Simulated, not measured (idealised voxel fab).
The process module that follows is named voxel wiring stack.
Each square cell in cross-section cut measures 5 nm, and the section as a whole is 165 nm wide.
Each cross-section below is a grid of square cells, stated as bands in top-down order, with one or more rows of cells making up each band. A band entry consists of two parts. The first gives the height of the band's top and the height of its bottom, in nm. The rest lists the band's materials from left to right, each with its width in nm. A single material labelled with the word "full width" fills the band from edge to edge, and the word "blank" marks empty space. Ref level 0: as-received wafer is one material below here. Bottom band extends down with no lower bound ("top 0, no bottom"). So if you see something like "30 to 40" for the width, read it as the top row of the band sitting at the first number and the bottom row at the second, with every row in between moving by the same amount as the last. "nothing got changed" (step): cross-section cells unchanged, all of them. "Voids lacking openings" contains a list of empty spaces, each no smaller than 8 cells and without an open way to the top, written in the form width x height at distance with the distance from the left edge and all three in nm. Text after the settings on a step's line: the simulator's own remark on that step. The line of a step may include "overlay nm". On a step with a mask, this value is how far to the right of its planned place the mask lay. A negative value means the mask lay to the left.
List of planned process steps:
step 1: RECEIVE [material Si]
step 2: CONFORMAL_DEP [material SiO2] [thk nm 10]
step 3: DIRECTIONAL_DEP [material TiN] [thk nm 5]
step 4: DIRECTIONAL_DEP [material Ru] [thk nm 25]
step 5: DIRECTIONAL_DEP [material aC] [thk nm 15]
step 6: PATTERN [tone cover] [mask id METAL_1] [material resist] [width nm 25] [pitch nm 45] [thk nm 35] [overlay nm 0]
step 7: DIRECTIONAL_ETCH [etch materials aC] [depth nm 15]
step 8: STRIP [etch materials resist]
step 9: DIRECTIONAL_ETCH [etch materials Ru] [depth nm 25]
step 10: DIRECTIONAL_ETCH [etch materials TiN] [depth nm 5]
step 11: STRIP [etch materials aC]
step 12: FILL_DEP [material SiO2] [thk nm 5]
step 13: CMP [height nm 40]
step 14: CONFORMAL_DEP [material SiCN] [thk nm 5]
step 15: DIRECTIONAL_DEP [material SiO2] [thk nm 15]
step 16: DIRECTIONAL_DEP [material aC] [thk nm 10]
step 17: PATTERN [tone open] [mask id PLUG_1] [material resist] [width nm 15] [thk nm 30] [overlay nm -15]
step 18: DIRECTIONAL_ETCH [etch materials aC] [depth nm 10]
step 19: STRIP [etch materials resist]
step 20: DIRECTIONAL_ETCH [etch materials SiO2] [depth nm 15]
step 21: DIRECTIONAL_ETCH [etch materials SiCN] [depth nm 5]
step 22: STRIP [etch materials aC]
step 23: CONFORMAL_DEP [material TiN] [thk nm 5]
step 24: FILL_DEP [material W] [thk nm 10]
step 25: CMP [height nm 60]
step 26: DIRECTIONAL_DEP [material TiN] [thk nm 5]
step 27: DIRECTIONAL_DEP [material W] [thk nm 20]
step 28: DIRECTIONAL_DEP [material aC] [thk nm 10]
step 29: PATTERN [tone cover] [mask id METAL_2] [material resist] [width nm 25] [pitch nm 45] [thk nm 30] [overlay nm 0]
step 30: DIRECTIONAL_ETCH [etch materials aC] [depth nm 10]
step 31: STRIP [etch materials resist]
step 32: DIRECTIONAL_ETCH [etch materials W] [depth nm 20]
step 33: DIRECTIONAL_ETCH [etch materials TiN] [depth nm 5]
step 34: STRIP [etch materials aC]
step 35: CONFORMAL_DEP [material SiCN] [thk nm 5]
step 36: FILL_DEP [material SiO2] [thk nm 5]
step 37: CMP [height nm 85]
step 38: CONFORMAL_DEP [material SiCN] [thk nm 5]
Split variable: overlay nm, step 17. Plan value = first wafer. Wafers start alike.
Cross-section of the first incoming wafer of several, state after step 1:
top 0, no bottom: Si full width
Voids lacking openings: none
Per wafer, end of module: cells gained (+) or lost (-) per material since receipt, then closed voids:
overlay nm -15, +50 Ru, +102 SiCN, +370 SiO2, +29 TiN, +43 W, Voids lacking openings: none
overlay nm -10, +50 Ru, +102 SiCN, +370 SiO2, +29 TiN, +43 W, Voids lacking openings: none
overlay nm -5, +50 Ru, +102 SiCN, +370 SiO2, +29 TiN, +43 W, Voids lacking openings: none
overlay nm 0, +50 Ru, +102 SiCN, +370 SiO2, +29 TiN, +43 W, Voids lacking openings: none
overlay nm 5, +50 Ru, +102 SiCN, +370 SiO2, +29 TiN, +43 W, Voids lacking openings: none
overlay nm 10, +50 Ru, +102 SiCN, +370 SiO2, +29 TiN, +43 W, Voids lacking openings: none
overlay nm 15, +50 Ru, +102 SiCN, +370 SiO2, +29 TiN, +43 W, Voids lacking openings: none
